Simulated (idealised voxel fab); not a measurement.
process module | voxel double patterning
cross-section cut | 225 nm wide | cells 5 nm
A cross-section is a grid of square cells, given in bands from the top down. A band is one or more rows of cells.
Each band's line starts with the height of the band's top and of its bottom, in nm. Then come its materials from left to right, each with its width in nm. One material with "throughout" fills the band from edge to edge. "air" is empty space.
Height 0 is the level under which the wafer as received is all one material. The lowest band goes on downwards, as in "0 down".
A width such as "30 to 40" changes by the same amount from each row of cells to the next, from the band's top row to its bottom row.
"no change" after a step means that no cell of the cross-section changed.
closed voids: empty space of 8 cells or more with no open way to the top, each as width x height at its distance from the left edge, in nm
after a step's settings: what the simulator itself notes on the step
overlay nm, on a step with a mask: how far to the right of its planned place the mask lay; to the left if negative
plan
1 op RECEIVE | material Si
2 op CONFORMAL_DEP | material SiN | thk nm 5
3 op DIRECTIONAL_DEP | material SiO2 | thk nm 15
4 op DIRECTIONAL_DEP | material SiCN | thk nm 10
5 op PATTERN | tone open | mask id FIRST | material resist | width nm 15 | pitch nm 50 | thk nm 15 | overlay nm 0
6 op DIRECTIONAL_ETCH | etch materials SiCN | depth nm 10
7 op STRIP | etch materials resist
8 op MASKED_ETCH | tone open | mask id SECOND | width nm 15 | pitch nm 50 | etch materials SiCN | depth nm 10 | overlay nm 0
9 op DIRECTIONAL_ETCH | etch materials SiO2 | depth nm 15
10 op STRIP | etch materials SiCN
first wafer, as planned
as received, after step 1
  0 down: Si throughout
  closed voids: none
after step 2
  5 to 0: SiN throughout
  below 0: unchanged
after step 3
  20 to 5: SiO2 throughout
  below 5: unchanged
after step 4
  30 to 20: SiCN throughout
  below 20: unchanged
after step 5
  45 to 30: resist 55 | air 15 | resist 35 | air 15 | resist 35 | air 15 | resist 55
  below 30: unchanged
after step 6
  45 to 30: resist 55 | air 15 | resist 35 | air 15 | resist 35 | air 15 | resist 55
  30 to 20: SiCN 55 | air 15 | SiCN 35 | air 15 | SiCN 35 | air 15 | SiCN 55
  below 20: unchanged
after step 7
  30 to 20: SiCN 55 | air 15 | SiCN 35 | air 15 | SiCN 35 | air 15 | SiCN 55
  below 20: unchanged
after step 8
  30 to 20: SiCN 55 | air 15 | SiCN 10 | air 15 | SiCN 10 | air 15 | SiCN 10 | air 15 | SiCN 10 | air 15 | SiCN 55
  below 20: unchanged
after step 9
  30 to 20: SiCN 55 | air 15 | SiCN 10 | air 15 | SiCN 10 | air 15 | SiCN 10 | air 15 | SiCN 10 | air 15 | SiCN 55
  20 to 5: SiO2 55 | air 15 | SiO2 10 | air 15 | SiO2 10 | air 15 | SiO2 10 | air 15 | SiO2 10 | air 15 | SiO2 55
  below 5: unchanged
after step 10
  20 to 5: SiO2 55 | air 15 | SiO2 10 | air 15 | SiO2 10 | air 15 | SiO2 10 | air 15 | SiO2 10 | air 15 | SiO2 55
  below 5: unchanged
second wafer: like start, like plan, one mistake. Through step 4 it matches the first wafer
when step 5 should have ended
  45 to 30: resist 55 | air 20 | resist 30 | air 20 | resist 30 | air 20 | resist 50
  below 30: unchanged
when step 6 should have ended
  45 to 30: resist 55 | air 20 | resist 30 | air 20 | resist 30 | air 20 | resist 50
  30 to 20: SiCN 55 | air 20 | SiCN 30 | air 20 | SiCN 30 | air 20 | SiCN 50
  below 20: unchanged
when step 7 should have ended
  30 to 20: SiCN 55 | air 20 | SiCN 30 | air 20 | SiCN 30 | air 20 | SiCN 50
  below 20: unchanged
when step 8 should have ended
  30 to 20: SiCN 55 | air 20 | SiCN 5 | air 15 | SiCN 10 | air 20 | SiCN 5 | air 15 | SiCN 10 | air 20 | SiCN 50
  below 20: unchanged
when step 9 should have ended
  30 to 20: SiCN 55 | air 20 | SiCN 5 | air 15 | SiCN 10 | air 20 | SiCN 5 | air 15 | SiCN 10 | air 20 | SiCN 50
  20 to 5: SiO2 55 | air 20 | SiO2 5 | air 15 | SiO2 10 | air 20 | SiO2 5 | air 15 | SiO2 10 | air 20 | SiO2 50
  below 5: unchanged
when step 10 should have ended
  20 to 5: SiO2 55 | air 20 | SiO2 5 | air 15 | SiO2 10 | air 20 | SiO2 5 | air 15 | SiO2 10 | air 20 | SiO2 50
  below 5: unchanged
what went wrong: step 5 ran as: op PATTERN | tone open | mask id FIRST | material resist | width nm 20 | pitch nm 50 | thk nm 15 | overlay nm 0
at the end the second wafer has, in cells: 9 fewer of SiO2
